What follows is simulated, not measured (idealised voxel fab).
The following process module bears the name voxel capacitor over wiring.
The cross-section on display is named cut; it measures 170 nm wide, and its cells are 5 nm squares.
Cross-section = grid of square cells, listed top down in bands; band = one or more rows.
A band entry consists of two parts. The first gives the height of the band's top and the height of its bottom, in nm. The rest lists the band's materials from left to right, each with its width in nm. A single material labelled with the word "everywhere" fills the band from edge to edge, and the word "blank" marks empty space.
Heights are measured from 0, the level below which the as-received wafer is all one material; the lowest band has no bottom and continues downward, written as in "0 and below".
Per-row width for "30..40": begins at first number (top row of band), ends at second number (bottom row), increment between rows held constant.
The designation "no modifications", where it is given for a processing step, indicates that no cell of the cross-section was altered in the course of that step.
You'll see "Unvented voids" listing empty spaces that have no way open to the top, as long as they're 8 cells or more; the notation is width x height at distance, where the distance is from the left edge, and all of it is in nm.
The remark found on a step's line after its settings is issued by the simulator itself and pertains to that step.
overlay nm: on a step with a mask, how far right of its planned place the mask lay; negative means left.
STEPS IN THE PROCESS PLAN
| 1 | RECEIVE | material Si |
| 2 | CONFORMAL_DEP | material SiO2 | thk nm 10 |
| 3 | DIRECTIONAL_DEP | material TiN | thk nm 5 |
| 4 | DIRECTIONAL_DEP | material Ru | thk nm 15 |
| 5 | MASKED_ETCH | tone cover | mask id METAL_1 | width nm 25 | pitch nm 80 | etch materials Ru | depth nm 15 | overlay nm 0 |
| 6 | MASKED_ETCH | tone cover | mask id METAL_1 | width nm 25 | pitch nm 80 | etch materials TiN | depth nm 5 | overlay nm 0 |
| 7 | CONFORMAL_DEP | material SiCN | thk nm 5 |
| 8 | FILL_DEP | material lowk | thk nm 10 |
| 9 | CMP | height nm 30 |
| 10 | CONFORMAL_DEP | material SiCN | thk nm 5 |
| 11 | DIRECTIONAL_DEP | material lowk | thk nm 15 |
| 12 | PATTERN | tone open | mask id PLUG_1 | material resist | width nm 15 | thk nm 15 | overlay nm 0 |
| 13 | DIRECTIONAL_ETCH | etch materials lowk | depth nm 15 |
| 14 | DIRECTIONAL_ETCH | etch materials SiCN | depth nm 5 |
| 15 | STRIP | etch materials resist |
| 16 | CONFORMAL_DEP | material TiN | thk nm 5 |
| 17 | FILL_DEP | material Ru | thk nm 5 |
| 18 | CMP | height nm 50 |
| 19 | DIRECTIONAL_DEP | material TiN | thk nm 10 |
| 20 | DIRECTIONAL_DEP | material SiN | thk nm 5 |
| 21 | DIRECTIONAL_DEP | material TiN | thk nm 10 |
| 22 | PATTERN | tone cover | mask id UPPER_PLATE | material resist | width nm 60 | thk nm 15 | overlay nm 0 |
| 23 | DIRECTIONAL_ETCH | etch materials TiN | depth nm 10 |
| 24 | DIRECTIONAL_ETCH | etch materials SiN | depth nm 5 |
| 25 | STRIP | etch materials resist |
| 26 | DIRECTIONAL_DEP | material aC | thk nm 10 |
| 27 | PATTERN | tone cover | mask id LOWER_PLATE | material resist | width nm 70 | thk nm 25 | overlay nm 0 |
| 28 | DIRECTIONAL_ETCH | etch materials aC | depth nm 10 |
| 29 | STRIP | etch materials resist |
| 30 | DIRECTIONAL_ETCH | etch materials TiN | depth nm 10 |
| 31 | STRIP | etch materials aC |
| 32 | FILL_DEP | material SiO2 | thk nm 15 |
| 33 | CMP | height nm 85 |
| 34 | DIRECTIONAL_DEP | material aC | thk nm 15 |
| 35 | PATTERN | tone open | mask id PLUG_2 | material resist | width nm 15 | thk nm 30 | overlay nm 0 |
| 36 | DIRECTIONAL_ETCH | etch materials aC | depth nm 15 |
| 37 | STRIP | etch materials resist |
| 38 | DIRECTIONAL_ETCH | etch materials SiO2 | depth nm 10 |
| 39 | STRIP | etch materials aC |
| 40 | CONFORMAL_DEP | material TiN | thk nm 5 |
| 41 | FILL_DEP | material Ru | thk nm 10 |
| 42 | CMP | height nm 85 |
| 43 | CONFORMAL_DEP | material SiCN | thk nm 5 |
WAFER AS RECEIVED: CROSS-SECTION FOLLOWING STEP 1
> 0 and below: Si everywhere
> Unvented voids: none
WAFER CROSS-SECTION AT END OF MODULE: START AND PLAN AS SHOWN ABOVE, ONE EXECUTION ERROR
> 90 down to 85: SiCN everywhere
> 85 down to 80: SiO2: 50; TiN: 5; Ru: 5; TiN: 5; SiO2: 105
> 80 down to 75: SiO2: 50; TiN: 15; SiO2: 105
> 75 down to 65: SiO2: 40; TiN: 60; SiO2: 70
> 65 down to 60: SiO2: 40; SiN: 60; SiO2: 70
> 60 down to 50: SiO2: 35; TiN: 70; SiO2: 65
> 50 down to 35: lowk: 40; TiN: 5; Ru: 5; TiN: 5; lowk: 115
> 35 down to 30: SiCN: 40; TiN: 15; SiCN: 115
> 30 down to 20: Ru: 30; SiCN: 5; lowk: 15; SiCN: 5; Ru: 55; SiCN: 5; lowk: 15; SiCN: 5; Ru: 35
> 20 down to 15: Ru: 30; SiCN: 25; Ru: 55; SiCN: 25; Ru: 35
> 15 down to 10: TiN everywhere
> 10 down to 0: SiO2 everywhere
> 0 and below: Si everywhere
> Unvented voids: none
Error vs. plan: step 5: run off-plan, actual operation and settings MASKED_ETCH | tone open | mask id METAL_1 | width nm 25 | pitch nm 80 | etch materials Ru | depth nm 15 | overlay nm 0
